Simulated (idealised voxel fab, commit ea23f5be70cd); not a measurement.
Documented hereafter: the process module known as voxel lift off.
FYI the section here is cut, 245 nm wide, cells are 5 nm squares.
Cross-section spec: square-cell grid; bands listed top down; each band is one or more rows.
The entry gives the band's vertical extent as a top height and a bottom height in nm, then its horizontal make-up as materials from left to right, each with a width in nm. "blank" stands for empty space; a single material marked "all across" fills the band edge to edge.
Note: height 0 marks the level under which the wafer is uniformly one material as received. Lowest band unbounded below, written "z 0 and below".
Top row gets the first number, bottom row gets the second, and each row in between changes by the same step: that is how a band width like "30..40" works.
When a step is marked "nothing changed", none of the cells in the cross-section changed during that step.
Enclosed voids (no open way to top), threshold 8 cells or more, entry "Enclosed void inventory", notation width x height at distance, distance from left edge, nm.
Read whatever lies past the settings on a step's line as the simulator's own remark about the step.
overlay nm: how far to the right of its planned place the mask lay on this masked step (negative: to the left).
Reading key. Pairs: pre-step and post-step cross-section, one process step apart; post-step view only to lowest changed band. Step between + settings: beneath pair. Runs: pairs may be from different runs of this module, same starting wafer. Continuation from pair above: only where "Pre-step view" entry says.
PRE-STEP VIEW
	z 0 and below: Si all across
	Enclosed void inventory: none
SECTION AFTER PROCESSING
	z 10 to 0: SiO2 all across
	Under 0: no change, same as before.
	Enclosed void inventory: none
Step between the cross-sections above: CONFORMAL_DEP (material SiO2; thk nm 10)
Pre-step view: unchanged from the after cross-section in the pair immediately above; refer to that figure.
SECTION AFTER PROCESSING
	z 40 to 10: 60 resist | 30 blank | 15 resist | 30 blank | 15 resist | 30 blank | 65 resist
	Under 10: no change, same as before.
	Enclosed void inventory: none
Step between the cross-sections above: PATTERN (tone open; mask id LINES; material resist; width nm 30; pitch nm 45; thk nm 30; overlay nm 0)
Pre-step view: unchanged from the after cross-section in the pair immediately above; refer to that figure.
SECTION AFTER PROCESSING
	z 55 to 40: 60 Ru | 30 blank | 15 Ru | 30 blank | 15 Ru | 30 blank | 65 Ru
	z 40 to 25: 60 resist | 30 blank | 15 resist | 30 blank | 15 resist | 30 blank | 65 resist
	z 25 to 10: 60 resist | 30 Ru | 15 resist | 30 Ru | 15 resist | 30 Ru | 65 resist
	Under 10: no change, same as before.
	Enclosed void inventory: none
Step between the cross-sections above: DIRECTIONAL_DEP (material Ru; thk nm 15)
Pre-step view: unchanged from the after cross-section in the pair immediately above; refer to that figure.
SECTION AFTER PROCESSING
	z 25 to 10: 60 blank | 30 Ru | 15 blank | 30 Ru | 15 blank | 30 Ru | 65 blank
	Under 10: no change, same as before.
	Enclosed void inventory: none
Step between the cross-sections above: STRIP (etch materials resist)
Pre-step view: unchanged from the after cross-section in the pair immediately above; refer to that figure.
SECTION AFTER PROCESSING
	z 30 to 25: 55 blank | 40 SiCN | 5 blank | 40 SiCN | 5 blank | 40 SiCN | 60 blank
	z 25 to 15: 55 blank | 5 SiCN | 30 Ru | 5 SiCN | 5 blank | 5 SiCN | 30 Ru | 5 SiCN | 5 blank | 5 SiCN | 30 Ru | 5 SiCN | 60 blank
	z 15 to 10: 60 SiCN | 30 Ru | 15 SiCN | 30 Ru | 15 SiCN | 30 Ru | 65 SiCN
	Under 10: no change, same as before.
	Enclosed void inventory: none
Step between the cross-sections above: CONFORMAL_DEP (material SiCN; thk nm 5)
PRE-STEP VIEW
	z 0 and below: Si all across
	Enclosed void inventory: none
SECTION AFTER PROCESSING
	z 30 to 0: 60 resist | 30 blank | 15 resist | 30 blank | 15 resist | 30 blank | 65 resist
	Under 0: no change, same as before.
	Enclosed void inventory: none
Step between the cross-sections above: PATTERN (tone open; mask id LINES; material resist; width nm 30; pitch nm 45; thk nm 30; overlay nm 0)
Pre-step view: unchanged from the after cross-section in the pair immediately above; refer to that figure.
SECTION AFTER PROCESSING
	z 45 to 30: 60 Ru | 30 blank | 15 Ru | 30 blank | 15 Ru | 30 blank | 65 Ru
	z 30 to 15: 60 resist | 30 blank | 15 resist | 30 blank | 15 resist | 30 blank | 65 resist
	z 15 to 0: 60 resist | 30 Ru | 15 resist | 30 Ru | 15 resist | 30 Ru | 65 resist
	Under 0: no change, same as before.
	Enclosed void inventory: none
Step between the cross-sections above: DIRECTIONAL_DEP (material Ru; thk nm 15)
Pre-step view: unchanged from the after cross-section in the pair immediately above; refer to that figure.
SECTION AFTER PROCESSING
	z 15 to 0: 60 blank | 30 Ru | 15 blank | 30 Ru | 15 blank | 30 Ru | 65 blank
	Under 0: no change, same as before.
	Enclosed void inventory: none
Step between the cross-sections above: STRIP (etch materials resist)
Pre-step view: unchanged from the after cross-section in the pair immediately above; refer to that figure.
SECTION AFTER PROCESSING
	z 20 to 15: 55 blank | 40 SiCN | 5 blank | 40 SiCN | 5 blank | 40 SiCN | 60 blank
	z 15 to 5: 55 blank | 5 SiCN | 30 Ru | 5 SiCN | 5 blank | 5 SiCN | 30 Ru | 5 SiCN | 5 blank | 5 SiCN | 30 Ru | 5 SiCN | 60 blank
	z 5 to 0: 60 SiCN | 30 Ru | 15 SiCN | 30 Ru | 15 SiCN | 30 Ru | 65 SiCN
	Under 0: no change, same as before.
	Enclosed void inventory: none
Step between the cross-sections above: CONFORMAL_DEP (material SiCN; thk nm 5)
PRE-STEP VIEW
	z 40 to 10: 60 resist | 30 blank | 15 resist | 30 blank | 15 resist | 30 blank | 65 resist
	z 10 to 0: SiO2 all across
	z 0 and below: Si all across
	Enclosed void inventory: none
SECTION AFTER PROCESSING
	z 45 to 40: 60 Ru | 30 blank | 15 Ru | 30 blank | 15 Ru | 30 blank | 65 Ru
	z 40 to 15: 60 resist | 30 blank | 15 resist | 30 blank | 15 resist | 30 blank | 65 resist
	z 15 to 10: 60 resist | 30 Ru | 15 resist | 30 Ru | 15 resist | 30 Ru | 65 resist
	Under 10: no change, same as before.
	Enclosed void inventory: none
Step between the cross-sections above: DIRECTIONAL_DEP (material Ru; thk nm 5)
Pre-step view: unchanged from the after cross-section in the pair immediately above; refer to that figure.
SECTION AFTER PROCESSING
	z 15 to 10: 60 blank | 30 Ru | 15 blank | 30 Ru | 15 blank | 30 Ru | 65 blank
	Under 10: no change, same as before.
	Enclosed void inventory: none
Step between the cross-sections above: STRIP (etch materials resist)
Pre-step view: unchanged from the after cross-section in the pair immediately above; refer to that figure.
SECTION AFTER PROCESSING
	z 20 to 15: 55 blank | 40 SiCN | 5 blank | 40 SiCN | 5 blank | 40 SiCN | 60 blank
	z 15 to 10: 60 SiCN | 30 Ru | 15 SiCN | 30 Ru | 15 SiCN | 30 Ru | 65 SiCN
	Under 10: no change, same as before.
	Enclosed void inventory: none
Step between the cross-sections above: CONFORMAL_DEP (material SiCN; thk nm 5)
PRE-STEP VIEW
	z 10 to 0: SiO2 all across
	z 0 and below: Si all across
	Enclosed void inventory: none
SECTION AFTER PROCESSING
	z 40 to 10: 65 resist | 20 blank | 25 resist | 20 blank | 25 resist | 20 blank | 70 resist
	Under 10: no change, same as before.
	Enclosed void inventory: none
Step between the cross-sections above: PATTERN (tone open; mask id LINES; material resist; width nm 20; pitch nm 45; thk nm 30; overlay nm 0)
Pre-step view: unchanged from the after cross-section in the pair immediately above; refer to that figure.
SECTION AFTER PROCESSING
	z 55 to 40: 65 Ru | 20 blank | 25 Ru | 20 blank | 25 Ru | 20 blank | 70 Ru
	z 40 to 25: 65 resist | 20 blank | 25 resist | 20 blank | 25 resist | 20 blank | 70 resist
	z 25 to 10: 65 resist | 20 Ru | 25 resist | 20 Ru | 25 resist | 20 Ru | 70 resist
	Under 10: no change, same as before.
	Enclosed void inventory: none
Step between the cross-sections above: DIRECTIONAL_DEP (material Ru; thk nm 15)
Pre-step view: unchanged from the after cross-section in the pair immediately above; refer to that figure.
SECTION AFTER PROCESSING
	z 25 to 10: 65 blank | 20 Ru | 25 blank | 20 Ru | 25 blank | 20 Ru | 70 blank
	Under 10: no change, same as before.
	Enclosed void inventory: none
Step between the cross-sections above: STRIP (etch materials resist)
Pre-step view: unchanged from the after cross-section in the pair immediately above; refer to that figure.
SECTION AFTER PROCESSING
	z 30 to 25: 60 blank | 30 SiCN | 15 blank | 30 SiCN | 15 blank | 30 SiCN | 65 blank
	z 25 to 15: 60 blank | 5 SiCN | 20 Ru | 5 SiCN | 15 blank | 5 SiCN | 20 Ru | 5 SiCN | 15 blank | 5 SiCN | 20 Ru | 5 SiCN | 65 blank
	z 15 to 10: 65 SiCN | 20 Ru | 25 SiCN | 20 Ru | 25 SiCN | 20 Ru | 70 SiCN
	Under 10: no change, same as before.
	Enclosed void inventory: none
Step between the cross-sections above: CONFORMAL_DEP (material SiCN; thk nm 5)
PRE-STEP VIEW
	z 10 to 0: SiO2 all across
	z 0 and below: Si all across
	Enclosed void inventory: none
SECTION AFTER PROCESSING
	z 40 to 10: 55 resist | 30 blank | 15 resist | 30 blank | 15 resist | 30 blank | 70 resist
	Under 10: no change, same as before.
	Enclosed void inventory: none
Step between the cross-sections above: PATTERN (tone open; mask id LINES; material resist; width nm 30; pitch nm 45; thk nm 30; overlay nm -5)
Pre-step view: unchanged from the after cross-section in the pair immediately above; refer to that figure.
SECTION AFTER PROCESSING
	z 55 to 40: 55 Ru | 30 blank | 15 Ru | 30 blank | 15 Ru | 30 blank | 70 Ru
	z 40 to 25: 55 resist | 30 blank | 15 resist | 30 blank | 15 resist | 30 blank | 70 resist
	z 25 to 10: 55 resist | 30 Ru | 15 resist | 30 Ru | 15 resist | 30 Ru | 70 resist
	Under 10: no change, same as before.
	Enclosed void inventory: none
Step between the cross-sections above: DIRECTIONAL_DEP (material Ru; thk nm 15)
Pre-step view: unchanged from the after cross-section in the pair immediately above; refer to that figure.
SECTION AFTER PROCESSING
	z 25 to 10: 55 blank | 30 Ru | 15 blank | 30 Ru | 15 blank | 30 Ru | 70 blank
	Under 10: no change, same as before.
	Enclosed void inventory: none
Step between the cross-sections above: STRIP (etch materials resist)
Pre-step view: unchanged from the after cross-section in the pair immediately above; refer to that figure.
SECTION AFTER PROCESSING
	z 30 to 25: 50 blank | 40 SiCN | 5 blank | 40 SiCN | 5 blank | 40 SiCN | 65 blank
	z 25 to 15: 50 blank | 5 SiCN | 30 Ru | 5 SiCN | 5 blank | 5 SiCN | 30 Ru | 5 SiCN | 5 blank | 5 SiCN | 30 Ru | 5 SiCN | 65 blank
	z 15 to 10: 55 SiCN | 30 Ru | 15 SiCN | 30 Ru | 15 SiCN | 30 Ru | 70 SiCN
	Under 10: no change, same as before.
	Enclosed void inventory: none
Step between the cross-sections above: CONFORMAL_DEP (material SiCN; thk nm 5)
PRE-STEP VIEW
	z 25 to 10: 60 blank | 30 Ru | 15 blank | 30 Ru | 15 blank | 30 Ru | 65 blank
	z 10 to 0: SiO2 all across
	z 0 and below: Si all across
	Enclosed void inventory: none
SECTION AFTER PROCESSING
	z 30 to 15: 55 blank | 40 Ru | 5 blank | 40 Ru | 5 blank | 40 Ru | 60 blank
	z 15 to 10: Ru all across
	Under 10: no change, same as before.
	Enclosed void inventory: none
Step between the cross-sections above: CONFORMAL_DEP (material Ru; thk nm 5)
PRE-STEP VIEW
	z 10 to 0: SiO2 all across
	z 0 and below: Si all across
	Enclosed void inventory: none
SECTION AFTER PROCESSING
	z 40 to 10: 60 blank | 30 resist | 15 blank | 30 resist | 15 blank | 30 resist | 65 blank
	Under 10: no change, same as before.
	Enclosed void inventory: none
Step between the cross-sections above: PATTERN (tone cover; mask id LINES; material resist; width nm 30; pitch nm 45; thk nm 30; overlay nm 0)
Pre-step view: unchanged from the after cross-section in the pair immediately above; refer to that figure.
SECTION AFTER PROCESSING
	z 55 to 40: 60 blank | 30 Ru | 15 blank | 30 Ru | 15 blank | 30 Ru | 65 blank
	z 40 to 25: 60 blank | 30 resist | 15 blank | 30 resist | 15 blank | 30 resist | 65 blank
	z 25 to 10: 60 Ru | 30 resist | 15 Ru | 30 resist | 15 Ru | 30 resist | 65 Ru
	Under 10: no change, same as before.
	Enclosed void inventory: none
Step between the cross-sections above: DIRECTIONAL_DEP (material Ru; thk nm 15)
Pre-step view: unchanged from the after cross-section in the pair immediately above; refer to that figure.
SECTION AFTER PROCESSING
	z 25 to 10: 60 Ru | 30 blank | 15 Ru | 30 blank | 15 Ru | 30 blank | 65 Ru
	Under 10: no change, same as before.
	Enclosed void inventory: none
Step between the cross-sections above: STRIP (etch materials resist)
Pre-step view: unchanged from the after cross-section in the pair immediately above; refer to that figure.
SECTION AFTER PROCESSING
	z 30 to 25: 65 SiCN | 20 blank | 25 SiCN | 20 blank | 25 SiCN | 20 blank | 70 SiCN
	z 25 to 15: 60 Ru | 5 SiCN | 20 blank | 5 SiCN | 15 Ru | 5 SiCN | 20 blank | 5 SiCN | 15 Ru | 5 SiCN | 20 blank | 5 SiCN | 65 Ru
	z 15 to 10: 60 Ru | 30 SiCN | 15 Ru | 30 SiCN | 15 Ru | 30 SiCN | 65 Ru
	Under 10: no change, same as before.
	Enclosed void inventory: none
Step between the cross-sections above: CONFORMAL_DEP (material SiCN; thk nm 5)
